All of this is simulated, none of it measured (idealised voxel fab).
The name of this process module is voxel spacer lines.
cross-section cut | 160 nm wide | cells 5 nm
This document writes a cross-section as a grid whose cells are square, and gives it as bands, listed from the top down; one or more rows of cells form a band.
Heights first: top, then bottom, in nm. Then materials, left to right, each with a width in nm. "throughout" on a single material: fills the band edge to edge. "air": empty space.
Measure heights from 0. That's the level where, below it, the as-received wafer is all one material. The lowest band is bottomless and extends downward; write it as in "from 0 down".
Read "30->40" as a graded width: first number on top, second number at the bottom, same change between each pair of neighbouring rows.
Step note "remained the same" = no cross-section cell changed.
"Sealed-off cavities" enumerates empty spaces isolated from the top, with no open way to it, that contain at least 8 cells, giving each as width x height at distance from the left edge, all three in nm.
after a step's settings: what the simulator itself notes on the step
overlay nm: on a step with a mask, how far right of its planned place the mask lay; negative means left.

**The steps planned for the process are as follows**
1) RECEIVE | material Si
2) CONFORMAL_DEP | material Al2O3 | thk nm 5
3) DIRECTIONAL_DEP | material W | thk nm 15
4) DIRECTIONAL_DEP | material aC | thk nm 20
5) PATTERN | tone cover | mask id MANDREL | material resist | width nm 20 | pitch nm 60 | thk nm 25 | overlay nm -15
6) DIRECTIONAL_ETCH | etch materials aC | depth nm 20
7) STRIP | etch materials resist
8) CONFORMAL_DEP | material SiO2 | thk nm 10
9) DIRECTIONAL_ETCH | etch materials SiO2 | depth nm 10
10) STRIP | etch materials aC
11) DIRECTIONAL_ETCH | etch materials W | depth nm 15
12) STRIP | etch materials SiO2
Don't read the plan's overlay nm for step 5 as applying to every wafer: that's the first wafer's value, and the wafers differ in it, though they all start identical.

**So this is the first of several wafers, cross-sectioned as it came to us, meaning it's at the end of step 1**
  from 0 down  Si throughout
  Sealed-off cavities: none

**Cross-section of the first of several wafers, taken after step 12, where the module ends**
  from 20 to 5  air 15 nm | W 10 nm | air 20 nm | W 10 nm | air 20 nm | W 10 nm | air 20 nm | W 10 nm | air 45 nm
  from 5 to 0  Al2O3 throughout
  from 0 down  Si throughout
  Sealed-off cavities: none

**Last wafer, end of module, cross-section**
  from 20 to 5  air 45 nm | W 10 nm | air 20 nm | W 10 nm | air 20 nm | W 10 nm | air 20 nm | W 10 nm | air 15 nm
  from 5 to 0  Al2O3 throughout
  from 0 down  Si throughout
  Sealed-off cavities: none

**Tabulated below, wafer by wafer, are the end-of-module results: for each material, the number of cells gained (+) or lost (-) relative to the as-received state, followed by the closed voids**
overlay nm -15 | +32 Al2O3 | +24 W | Sealed-off cavities: none
overlay nm -10 | +32 Al2O3 | +24 W | Sealed-off cavities: none
overlay nm -5 | +32 Al2O3 | +24 W | Sealed-off cavities: none
overlay nm 0 | +32 Al2O3 | +24 W | Sealed-off cavities: none
overlay nm 5 | +32 Al2O3 | +24 W | Sealed-off cavities: none
overlay nm 10 | +32 Al2O3 | +24 W | Sealed-off cavities: none
overlay nm 15 | +32 Al2O3 | +24 W | Sealed-off cavities: none
